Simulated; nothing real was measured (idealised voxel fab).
Herein follows the process module entitled voxel transistor to metal.
Section cut is 185 nm wide and gridded with 5 nm square cells.
Cross-section, as written here: a square-cell grid given band by band from the top down, where a band holds one or more rows of cells. For a band, the entry starts with two heights in nm, that of the top and then that of the bottom, and carries on with the band's materials in order from left to right, each alongside its width in nm; the word "everywhere" beside a single material means it fills the band edge to edge, and "empty" means empty space. Height 0 is the level under which the wafer as received is all one material. The lowest band goes on downwards, as in "top 0, no bottom". When a width is written as two numbers, as in "30 to 40", the first number is the width in the top row of cells of the band and the second is the width in its bottom row, and the width changes by the same amount from each row to the next. Where the words "left unchanged" appear for a step, the cross-section shows no cell changed by that step; every cell remained as before. You'll see "Voids lacking openings" listing empty spaces that have no way open to the top, as long as they're 8 cells or more; the notation is width x height at distance, where the distance is from the left edge, and all of it is in nm. Step line, after settings: the simulator's comment on this step. "overlay nm" answers the question of how far to the right of plan the mask lay on a step that has a mask, and when it is negative the answer is to the left.

[The following list gives the planned process steps]
1: RECEIVE with material Si
2: CONFORMAL_DEP with material SiO2, thk nm 5
3: CONFORMAL_DEP with material SiN, thk nm 10
4: MASKED_ETCH with tone cover, mask id ACTIVE, width nm 105, etch materials SiN, depth nm 10, overlay nm 0
5: MASKED_ETCH with tone cover, mask id ACTIVE, width nm 105, etch materials SiO2, depth nm 5, overlay nm 0
6: MASKED_ETCH with tone cover, mask id ACTIVE, width nm 105, etch materials Si, depth nm 20, overlay nm 0
7: OXIDIZE with depth nm 5
8: FILL_DEP with material SiO2, thk nm 5
9: CMP with height nm 15
10: SELECTIVE_ETCH with etch materials SiO2, depth nm 10
11: STRIP with etch materials SiN
12: SELECTIVE_ETCH with etch materials SiO2, depth nm 5
13: OXIDIZE with depth nm 5
14: DIRECTIONAL_DEP with material polySi, thk nm 25
15: DIRECTIONAL_DEP with material SiCN, thk nm 15
16: DIRECTIONAL_DEP with material aC, thk nm 10
17: PATTERN with tone cover, mask id GATE, material resist, width nm 15, thk nm 30, overlay nm 0
18: DIRECTIONAL_ETCH with etch materials aC, depth nm 10
19: STRIP with etch materials resist
20: DIRECTIONAL_ETCH with etch materials SiCN, depth nm 25
21: DIRECTIONAL_ETCH with etch materials polySi, depth nm 35
22: STRIP with etch materials aC
23: CONFORMAL_DEP with material SiO2, thk nm 5
24: DIRECTIONAL_ETCH with etch materials SiO2, depth nm 5
25: CONFORMAL_DEP with material SiN, thk nm 5
26: DIRECTIONAL_ETCH with etch materials SiN, depth nm 5
27: DIRECTIONAL_ETCH with etch materials SiO2, depth nm 5
28: DIRECTIONAL_ETCH with etch materials Si, depth nm 5
29: EPI with material pSi, thk nm 10
30: FILL_DEP with material SiO2, thk nm 10
31: CMP with height nm 40
32: DIRECTIONAL_DEP with material SiO2, thk nm 10
33: PATTERN with tone open, mask id CONTACT, material resist, width nm 20, pitch nm 75, thk nm 15, overlay nm 0
34: DIRECTIONAL_ETCH with etch materials SiO2, depth nm 50
35: STRIP with etch materials resist
36: CONFORMAL_DEP with material TiN, thk nm 5
37: FILL_DEP with material W, thk nm 10
38: CMP with height nm 50
39: DIRECTIONAL_DEP with material TiN, thk nm 5
40: DIRECTIONAL_DEP with material Ru, thk nm 25
41: DIRECTIONAL_DEP with material aC, thk nm 10
42: PATTERN with tone cover, mask id METAL_1, material resist, width nm 20, pitch nm 75, thk nm 30, overlay nm 0
43: DIRECTIONAL_ETCH with etch materials aC, depth nm 10
44: STRIP with etch materials resist
45: DIRECTIONAL_ETCH with etch materials Ru, depth nm 25
46: DIRECTIONAL_ETCH with etch materials TiN, depth nm 5
47: STRIP with etch materials aC
48: CONFORMAL_DEP with material SiN, thk nm 5
49: FILL_DEP with material lowk, thk nm 5
50: CMP with height nm 80
51: CONFORMAL_DEP with material SiCN, thk nm 5

[Run as planned: first of two wafers]

[This is the cross-section of the wafer as we received it, i.e. after step 1]
- top 0, no bottom  Si everywhere
- Voids lacking openings: none

[Cross-sectional representation of the wafer at the conclusion of step 2]
- top 5, bottom 0  SiO2 everywhere
- below 0: unchanged

[Cross-sectional representation of the wafer at the conclusion of step 3]
- top 15, bottom 5  SiN everywhere
- below 5: unchanged

[Cross-sectional representation of the wafer at the conclusion of step 4]
- top 15, bottom 5  40 empty; 105 SiN; 40 empty
- below 5: unchanged

[Cross-sectional representation of the wafer at the conclusion of step 5]
- top 15, bottom 5  40 empty; 105 SiN; 40 empty
- top 5, bottom 0  40 empty; 105 SiO2; 40 empty
- below 0: unchanged

[Cross-sectional representation of the wafer at the conclusion of step 6]
- top 15, bottom 5  40 empty; 105 SiN; 40 empty
- top 5, bottom 0  40 empty; 105 SiO2; 40 empty
- top 0, bottom -20  40 empty; 105 Si; 40 empty
- below -20: unchanged

[Cross-sectional representation of the wafer at the conclusion of step 7]
- top 15, bottom 5  40 empty; 105 SiN; 40 empty
- top 5, bottom 0  40 empty; 105 SiO2; 40 empty
- top 0, bottom -20  40 empty; 5 SiO2; 95 Si; 5 SiO2; 40 empty
- top -20, bottom -25  45 SiO2; 95 Si; 45 SiO2
- below -25: unchanged

[Cross-sectional representation of the wafer at the conclusion of step 8]
- top 20, bottom 15  SiO2 everywhere
- top 15, bottom 5  40 SiO2; 105 SiN; 40 SiO2
- top 5, bottom 0  SiO2 everywhere
- top 0, bottom -25  45 SiO2; 95 Si; 45 SiO2
- below -25: unchanged

[Cross-sectional representation of the wafer at the conclusion of step 9]
- top 15, bottom 5  40 SiO2; 105 SiN; 40 SiO2
- below 5: unchanged

[Cross-sectional representation of the wafer at the conclusion of step 10]
- top 15, bottom 5  40 empty; 105 SiN; 40 empty
- below 5: unchanged

[Cross-sectional representation of the wafer at the conclusion of step 11]
- top 5, bottom 0  SiO2 everywhere
- below 0: unchanged

[Cross-sectional representation of the wafer at the conclusion of step 12]
- top 0, bottom -25  45 SiO2; 95 Si; 45 SiO2
- below -25: unchanged

[Cross-sectional representation of the wafer at the conclusion of step 13]
- top 0, bottom -5  SiO2 everywhere
- below -5: unchanged

[Cross-sectional representation of the wafer at the conclusion of step 14]
- top 25, bottom 0  polySi everywhere
- below 0: unchanged

[Cross-sectional representation of the wafer at the conclusion of step 15]
- top 40, bottom 25  SiCN everywhere
- below 25: unchanged

[Cross-sectional representation of the wafer at the conclusion of step 16]
- top 50, bottom 40  aC everywhere
- below 40: unchanged

[Cross-sectional representation of the wafer at the conclusion of step 17]
- top 80, bottom 50  85 empty; 15 resist; 85 empty
- below 50: unchanged

[Cross-sectional representation of the wafer at the conclusion of step 18]
- top 70, bottom 50  85 empty; 15 resist; 85 empty
- top 50, bottom 40  85 empty; 15 aC; 85 empty
- below 40: unchanged

[Cross-sectional representation of the wafer at the conclusion of step 19]
- top 50, bottom 40  85 empty; 15 aC; 85 empty
- below 40: unchanged

[Cross-sectional representation of the wafer at the conclusion of step 20]
- top 50, bottom 40  85 empty; 15 aC; 85 empty
- top 40, bottom 25  85 empty; 15 SiCN; 85 empty
- below 25: unchanged

[Cross-sectional representation of the wafer at the conclusion of step 21]
- top 50, bottom 40  85 empty; 15 aC; 85 empty
- top 40, bottom 25  85 empty; 15 SiCN; 85 empty
- top 25, bottom 0  85 empty; 15 polySi; 85 empty
- below 0: unchanged

[Cross-sectional representation of the wafer at the conclusion of step 22]
- top 40, bottom 25  85 empty; 15 SiCN; 85 empty
- below 25: unchanged

[Cross-sectional representation of the wafer at the conclusion of step 23]
- top 45, bottom 40  80 empty; 25 SiO2; 80 empty
- top 40, bottom 25  80 empty; 5 SiO2; 15 SiCN; 5 SiO2; 80 empty
- top 25, bottom 5  80 empty; 5 SiO2; 15 polySi; 5 SiO2; 80 empty
- top 5, bottom 0  85 SiO2; 15 polySi; 85 SiO2
- below 0: unchanged

[Cross-sectional representation of the wafer at the conclusion of step 24]
- top 40, bottom 25  80 empty; 5 SiO2; 15 SiCN; 5 SiO2; 80 empty
- top 25, bottom 0  80 empty; 5 SiO2; 15 polySi; 5 SiO2; 80 empty
- below 0: unchanged

[Cross-sectional representation of the wafer at the conclusion of step 25]
- top 45, bottom 40  75 empty; 35 SiN; 75 empty
- top 40, bottom 25  75 empty; 5 SiN; 5 SiO2; 15 SiCN; 5 SiO2; 5 SiN; 75 empty
- top 25, bottom 5  75 empty; 5 SiN; 5 SiO2; 15 polySi; 5 SiO2; 5 SiN; 75 empty
- top 5, bottom 0  80 SiN; 5 SiO2; 15 polySi; 5 SiO2; 80 SiN
- below 0: unchanged

[Cross-sectional representation of the wafer at the conclusion of step 26]
- top 40, bottom 25  75 empty; 5 SiN; 5 SiO2; 15 SiCN; 5 SiO2; 5 SiN; 75 empty
- top 25, bottom 0  75 empty; 5 SiN; 5 SiO2; 15 polySi; 5 SiO2; 5 SiN; 75 empty
- below 0: unchanged

[Cross-sectional representation of the wafer at the conclusion of step 27]
- top 40, bottom 35  75 empty; 5 SiN; 5 empty; 15 SiCN; 5 empty; 5 SiN; 75 empty
- top 35, bottom 25  75 empty; 5 SiN; 5 SiO2; 15 SiCN; 5 SiO2; 5 SiN; 75 empty
- top 25, bottom 0  75 empty; 5 SiN; 5 SiO2; 15 polySi; 5 SiO2; 5 SiN; 75 empty
- top 0, bottom -5  75 empty; 35 SiO2; 75 empty
- below -5: unchanged

[Cross-sectional representation of the wafer at the conclusion of step 28]
- top 40, bottom 35  75 empty; 5 SiN; 5 empty; 15 SiCN; 5 empty; 5 SiN; 75 empty
- top 35, bottom 25  75 empty; 5 SiN; 5 SiO2; 15 SiCN; 5 SiO2; 5 SiN; 75 empty
- top 25, bottom 0  75 empty; 5 SiN; 5 SiO2; 15 polySi; 5 SiO2; 5 SiN; 75 empty
- top 0, bottom -5  75 empty; 35 SiO2; 75 empty
- top -5, bottom -10  45 SiO2; 30 empty; 35 Si; 30 empty; 45 SiO2
- below -10: unchanged

[Cross-sectional representation of the wafer at the conclusion of step 29]
- top 40, bottom 35  75 empty; 5 SiN; 5 empty; 15 SiCN; 5 empty; 5 SiN; 75 empty
- top 35, bottom 25  75 empty; 5 SiN; 5 SiO2; 15 SiCN; 5 SiO2; 5 SiN; 75 empty
- top 25, bottom 5  75 empty; 5 SiN; 5 SiO2; 15 polySi; 5 SiO2; 5 SiN; 75 empty
- top 5, bottom 0  65 empty; 10 pSi; 5 SiN; 5 SiO2; 15 polySi; 5 SiO2; 5 SiN; 10 pSi; 65 empty
- top 0, bottom -5  40 empty; 35 pSi; 35 SiO2; 35 pSi; 40 empty
- top -5, bottom -10  45 SiO2; 30 pSi; 35 Si; 30 pSi; 45 SiO2
- below -10: unchanged

[Cross-sectional representation of the wafer at the conclusion of step 30]
- top 50, bottom 40  SiO2 everywhere
- top 40, bottom 25  75 SiO2; 5 SiN; 5 SiO2; 15 SiCN; 5 SiO2; 5 SiN; 75 SiO2
- top 25, bottom 5  75 SiO2; 5 SiN; 5 SiO2; 15 polySi; 5 SiO2; 5 SiN; 75 SiO2
- top 5, bottom 0  65 SiO2; 10 pSi; 5 SiN; 5 SiO2; 15 polySi; 5 SiO2; 5 SiN; 10 pSi; 65 SiO2
- top 0, bottom -5  40 SiO2; 35 pSi; 35 SiO2; 35 pSi; 40 SiO2
- below -5: unchanged

[Cross-sectional representation of the wafer at the conclusion of step 31]
- top 40, bottom 25  75 SiO2; 5 SiN; 5 SiO2; 15 SiCN; 5 SiO2; 5 SiN; 75 SiO2
- below 25: unchanged

[Cross-sectional representation of the wafer at the conclusion of step 32]
- top 50, bottom 40  SiO2 everywhere
- below 40: unchanged

[Cross-sectional representation of the wafer at the conclusion of step 33]
- top 65, bottom 50  45 resist; 20 empty; 55 resist; 20 empty; 45 resist
- below 50: unchanged

[Cross-sectional representation of the wafer at the conclusion of step 34]
- top 65, bottom 50  45 resist; 20 empty; 55 resist; 20 empty; 45 resist
- top 50, bottom 40  45 SiO2; 20 empty; 55 SiO2; 20 empty; 45 SiO2
- top 40, bottom 25  45 SiO2; 20 empty; 10 SiO2; 5 SiN; 5 SiO2; 15 SiCN; 5 SiO2; 5 SiN; 10 SiO2; 20 empty; 45 SiO2
- top 25, bottom 5  45 SiO2; 20 empty; 10 SiO2; 5 SiN; 5 SiO2; 15 polySi; 5 SiO2; 5 SiN; 10 SiO2; 20 empty; 45 SiO2
- top 5, bottom 0  45 SiO2; 20 empty; 10 pSi; 5 SiN; 5 SiO2; 15 polySi; 5 SiO2; 5 SiN; 10 pSi; 20 empty; 45 SiO2
- below 0: unchanged

[Cross-sectional representation of the wafer at the conclusion of step 35]
- top 50, bottom 40  45 SiO2; 20 empty; 55 SiO2; 20 empty; 45 SiO2
- below 40: unchanged

[Cross-sectional representation of the wafer at the conclusion of step 36]
- top 55, bottom 50  50 TiN; 10 empty; 65 TiN; 10 empty; 50 TiN
- top 50, bottom 40  45 SiO2; 5 TiN; 10 empty; 5 TiN; 55 SiO2; 5 TiN; 10 empty; 5 TiN; 45 SiO2
- top 40, bottom 25  45 SiO2; 5 TiN; 10 empty; 5 TiN; 10 SiO2; 5 SiN; 5 SiO2; 15 SiCN; 5 SiO2; 5 SiN; 10 SiO2; 5 TiN; 10 empty; 5 TiN; 45 SiO2
- top 25, bottom 5  45 SiO2; 5 TiN; 10 empty; 5 TiN; 10 SiO2; 5 SiN; 5 SiO2; 15 polySi; 5 SiO2; 5 SiN; 10 SiO2; 5 TiN; 10 empty; 5 TiN; 45 SiO2
- top 5, bottom 0  45 SiO2; 20 TiN; 10 pSi; 5 SiN; 5 SiO2; 15 polySi; 5 SiO2; 5 SiN; 10 pSi; 20 TiN; 45 SiO2
- below 0: unchanged

[Cross-sectional representation of the wafer at the conclusion of step 37]
- top 65, bottom 55  W everywhere
- top 55, bottom 50  50 TiN; 10 W; 65 TiN; 10 W; 50 TiN
- top 50, bottom 40  45 SiO2; 5 TiN; 10 W; 5 TiN; 55 SiO2; 5 TiN; 10 W; 5 TiN; 45 SiO2
- top 40, bottom 25  45 SiO2; 5 TiN; 10 W; 5 TiN; 10 SiO2; 5 SiN; 5 SiO2; 15 SiCN; 5 SiO2; 5 SiN; 10 SiO2; 5 TiN; 10 W; 5 TiN; 45 SiO2
- top 25, bottom 5  45 SiO2; 5 TiN; 10 W; 5 TiN; 10 SiO2; 5 SiN; 5 SiO2; 15 polySi; 5 SiO2; 5 SiN; 10 SiO2; 5 TiN; 10 W; 5 TiN; 45 SiO2
- below 5: unchanged

[Cross-sectional representation of the wafer at the conclusion of step 38]
- top 50, bottom 40  45 SiO2; 5 TiN; 10 W; 5 TiN; 55 SiO2; 5 TiN; 10 W; 5 TiN; 45 SiO2
- below 40: unchanged

[Cross-sectional representation of the wafer at the conclusion of step 39]
- top 55, bottom 50  TiN everywhere
- below 50: unchanged

[Cross-sectional representation of the wafer at the conclusion of step 40]
- top 80, bottom 55  Ru everywhere
- below 55: unchanged

[Cross-sectional representation of the wafer at the conclusion of step 41]
- top 90, bottom 80  aC everywhere
- below 80: unchanged

[Cross-sectional representation of the wafer at the conclusion of step 42]
- top 120, bottom 90  45 empty; 20 resist; 55 empty; 20 resist; 45 empty
- below 90: unchanged

[Cross-sectional representation of the wafer at the conclusion of step 43]
- top 110, bottom 90  45 empty; 20 resist; 55 empty; 20 resist; 45 empty
- top 90, bottom 80  45 empty; 20 aC; 55 empty; 20 aC; 45 empty
- below 80: unchanged

[Cross-sectional representation of the wafer at the conclusion of step 44]
- top 90, bottom 80  45 empty; 20 aC; 55 empty; 20 aC; 45 empty
- below 80: unchanged

[Cross-sectional representation of the wafer at the conclusion of step 45]
- top 90, bottom 80  45 empty; 20 aC; 55 empty; 20 aC; 45 empty
- top 80, bottom 55  45 empty; 20 Ru; 55 empty; 20 Ru; 45 empty
- below 55: unchanged

[Cross-sectional representation of the wafer at the conclusion of step 46]
- top 90, bottom 80  45 empty; 20 aC; 55 empty; 20 aC; 45 empty
- top 80, bottom 55  45 empty; 20 Ru; 55 empty; 20 Ru; 45 empty
- top 55, bottom 50  45 empty; 20 TiN; 55 empty; 20 TiN; 45 empty
- below 50: unchanged

[Cross-sectional representation of the wafer at the conclusion of step 47]
- top 80, bottom 55  45 empty; 20 Ru; 55 empty; 20 Ru; 45 empty
- below 55: unchanged

[Cross-sectional representation of the wafer at the conclusion of step 48]
- top 85, bottom 80  40 empty; 30 SiN; 45 empty; 30 SiN; 40 empty
- top 80, bottom 55  40 empty; 5 SiN; 20 Ru; 5 SiN; 45 empty; 5 SiN; 20 Ru; 5 SiN; 40 empty
- top 55, bottom 50  45 SiN; 20 TiN; 55 SiN; 20 TiN; 45 SiN
- below 50: unchanged

[Cross-sectional representation of the wafer at the conclusion of step 49]
- top 90, bottom 85  lowk everywhere
- top 85, bottom 80  40 lowk; 30 SiN; 45 lowk; 30 SiN; 40 lowk
- top 80, bottom 55  40 lowk; 5 SiN; 20 Ru; 5 SiN; 45 lowk; 5 SiN; 20 Ru; 5 SiN; 40 lowk
- below 55: unchanged

[Cross-sectional representation of the wafer at the conclusion of step 50]
- top 80, bottom 55  40 lowk; 5 SiN; 20 Ru; 5 SiN; 45 lowk; 5 SiN; 20 Ru; 5 SiN; 40 lowk
- below 55: unchanged

[Cross-sectional representation of the wafer at the conclusion of step 51]
- top 85, bottom 80  SiCN everywhere
- below 80: unchanged

[Second wafer. Start and plan as for the first. One mistake made in running. Agrees with the first up to and including step 26]

[Cross-section of the second wafer at the time by which step 27 should have been completed according to the plan]
- top 40, bottom 35  80 empty; 5 SiO2; 15 SiCN; 5 SiO2; 80 empty
- below 35: unchanged

Cross-section of the second wafer at the time by which step 28 should have been completed according to the plan: left unchanged

Cross-section of the second wafer at the time by which step 29 should have been completed according to the plan: left unchanged

[Cross-section of the second wafer at the time by which step 30 should have been completed according to the plan]
- top 50, bottom 40  SiO2 everywhere
- top 40, bottom 35  85 SiO2; 15 SiCN; 85 SiO2
- top 35, bottom 25  75 SiO2; 5 SiN; 5 SiO2; 15 SiCN; 5 SiO2; 5 SiN; 75 SiO2
- top 25, bottom 0  75 SiO2; 5 SiN; 5 SiO2; 15 polySi; 5 SiO2; 5 SiN; 75 SiO2
- below 0: unchanged

[Cross-section of the second wafer at the time by which step 31 should have been completed according to the plan]
- top 40, bottom 35  85 SiO2; 15 SiCN; 85 SiO2
- below 35: unchanged

[Cross-section of the second wafer at the time by which step 32 should have been completed according to the plan]
- top 50, bottom 40  SiO2 everywhere
- below 40: unchanged

[Cross-section of the second wafer at the time by which step 33 should have been completed according to the plan]
- top 65, bottom 50  45 resist; 20 empty; 55 resist; 20 empty; 45 resist
- below 50: unchanged

[Cross-section of the second wafer at the time by which step 34 should have been completed according to the plan]
- top 65, bottom 50  45 resist; 20 empty; 55 resist; 20 empty; 45 resist
- top 50, bottom 40  45 SiO2; 20 empty; 55 SiO2; 20 empty; 45 SiO2
- top 40, bottom 35  45 SiO2; 20 empty; 20 SiO2; 15 SiCN; 20 SiO2; 20 empty; 45 SiO2
- top 35, bottom 25  45 SiO2; 20 empty; 10 SiO2; 5 SiN; 5 SiO2; 15 SiCN; 5 SiO2; 5 SiN; 10 SiO2; 20 empty; 45 SiO2
- top 25, bottom 0  45 SiO2; 20 empty; 10 SiO2; 5 SiN; 5 SiO2; 15 polySi; 5 SiO2; 5 SiN; 10 SiO2; 20 empty; 45 SiO2
- below 0: unchanged

[Cross-section of the second wafer at the time by which step 35 should have been completed according to the plan]
- top 50, bottom 40  45 SiO2; 20 empty; 55 SiO2; 20 empty; 45 SiO2
- below 40: unchanged

[Cross-section of the second wafer at the time by which step 36 should have been completed according to the plan]
- top 55, bottom 50  50 TiN; 10 empty; 65 TiN; 10 empty; 50 TiN
- top 50, bottom 40  45 SiO2; 5 TiN; 10 empty; 5 TiN; 55 SiO2; 5 TiN; 10 empty; 5 TiN; 45 SiO2
- top 40, bottom 35  45 SiO2; 5 TiN; 10 empty; 5 TiN; 20 SiO2; 15 SiCN; 20 SiO2; 5 TiN; 10 empty; 5 TiN; 45 SiO2
- top 35, bottom 25  45 SiO2; 5 TiN; 10 empty; 5 TiN; 10 SiO2; 5 SiN; 5 SiO2; 15 SiCN; 5 SiO2; 5 SiN; 10 SiO2; 5 TiN; 10 empty; 5 TiN; 45 SiO2
- top 25, bottom 5  45 SiO2; 5 TiN; 10 empty; 5 TiN; 10 SiO2; 5 SiN; 5 SiO2; 15 polySi; 5 SiO2; 5 SiN; 10 SiO2; 5 TiN; 10 empty; 5 TiN; 45 SiO2
- top 5, bottom 0  45 SiO2; 20 TiN; 10 SiO2; 5 SiN; 5 SiO2; 15 polySi; 5 SiO2; 5 SiN; 10 SiO2; 20 TiN; 45 SiO2
- below 0: unchanged

[Cross-section of the second wafer at the time by which step 37 should have been completed according to the plan]
- top 65, bottom 55  W everywhere
- top 55, bottom 50  50 TiN; 10 W; 65 TiN; 10 W; 50 TiN
- top 50, bottom 40  45 SiO2; 5 TiN; 10 W; 5 TiN; 55 SiO2; 5 TiN; 10 W; 5 TiN; 45 SiO2
- top 40, bottom 35  45 SiO2; 5 TiN; 10 W; 5 TiN; 20 SiO2; 15 SiCN; 20 SiO2; 5 TiN; 10 W; 5 TiN; 45 SiO2
- top 35, bottom 25  45 SiO2; 5 TiN; 10 W; 5 TiN; 10 SiO2; 5 SiN; 5 SiO2; 15 SiCN; 5 SiO2; 5 SiN; 10 SiO2; 5 TiN; 10 W; 5 TiN; 45 SiO2
- top 25, bottom 5  45 SiO2; 5 TiN; 10 W; 5 TiN; 10 SiO2; 5 SiN; 5 SiO2; 15 polySi; 5 SiO2; 5 SiN; 10 SiO2; 5 TiN; 10 W; 5 TiN; 45 SiO2
- below 5: unchanged

[Cross-section of the second wafer at the time by which step 38 should have been completed according to the plan]
- top 50, bottom 40  45 SiO2; 5 TiN; 10 W; 5 TiN; 55 SiO2; 5 TiN; 10 W; 5 TiN; 45 SiO2
- below 40: unchanged

[Cross-section of the second wafer at the time by which step 39 should have been completed according to the plan]
- top 55, bottom 50  TiN everywhere
- below 50: unchanged

[Cross-section of the second wafer at the time by which step 40 should have been completed according to the plan]
- top 80, bottom 55  Ru everywhere
- below 55: unchanged

[Cross-section of the second wafer at the time by which step 41 should have been completed according to the plan]
- top 90, bottom 80  aC everywhere
- below 80: unchanged

[Cross-section of the second wafer at the time by which step 42 should have been completed according to the plan]
- top 120, bottom 90  45 empty; 20 resist; 55 empty; 20 resist; 45 empty
- below 90: unchanged

[Cross-section of the second wafer at the time by which step 43 should have been completed according to the plan]
- top 110, bottom 90  45 empty; 20 resist; 55 empty; 20 resist; 45 empty
- top 90, bottom 80  45 empty; 20 aC; 55 empty; 20 aC; 45 empty
- below 80: unchanged

[Cross-section of the second wafer at the time by which step 44 should have been completed according to the plan]
- top 90, bottom 80  45 empty; 20 aC; 55 empty; 20 aC; 45 empty
- below 80: unchanged

[Cross-section of the second wafer at the time by which step 45 should have been completed according to the plan]
- top 90, bottom 80  45 empty; 20 aC; 55 empty; 20 aC; 45 empty
- top 80, bottom 55  45 empty; 20 Ru; 55 empty; 20 Ru; 45 empty
- below 55: unchanged

[Cross-section of the second wafer at the time by which step 46 should have been completed according to the plan]
- top 90, bottom 80  45 empty; 20 aC; 55 empty; 20 aC; 45 empty
- top 80, bottom 55  45 empty; 20 Ru; 55 empty; 20 Ru; 45 empty
- top 55, bottom 50  45 empty; 20 TiN; 55 empty; 20 TiN; 45 empty
- below 50: unchanged

[Cross-section of the second wafer at the time by which step 47 should have been completed according to the plan]
- top 80, bottom 55  45 empty; 20 Ru; 55 empty; 20 Ru; 45 empty
- below 55: unchanged

[Cross-section of the second wafer at the time by which step 48 should have been completed according to the plan]
- top 85, bottom 80  40 empty; 30 SiN; 45 empty; 30 SiN; 40 empty
- top 80, bottom 55  40 empty; 5 SiN; 20 Ru; 5 SiN; 45 empty; 5 SiN; 20 Ru; 5 SiN; 40 empty
- top 55, bottom 50  45 SiN; 20 TiN; 55 SiN; 20 TiN; 45 SiN
- below 50: unchanged

[Cross-section of the second wafer at the time by which step 49 should have been completed according to the plan]
- top 90, bottom 85  lowk everywhere
- top 85, bottom 80  40 lowk; 30 SiN; 45 lowk; 30 SiN; 40 lowk
- top 80, bottom 55  40 lowk; 5 SiN; 20 Ru; 5 SiN; 45 lowk; 5 SiN; 20 Ru; 5 SiN; 40 lowk
- below 55: unchanged

[Cross-section of the second wafer at the time by which step 50 should have been completed according to the plan]
- top 80, bottom 55  40 lowk; 5 SiN; 20 Ru; 5 SiN; 45 lowk; 5 SiN; 20 Ru; 5 SiN; 40 lowk
- below 55: unchanged

[Cross-section of the second wafer at the time by which step 51 should have been completed according to the plan]
- top 85, bottom 80  SiCN everywhere
- below 80: unchanged
Against the plan, the run slipped here: for step 27, the planned setting was not used; the step was instead run as DIRECTIONAL_ETCH with etch materials SiN, depth nm 5
at the end the second wafer has, in cells: Si +12; SiN -2; SiO2 +20; pSi -30
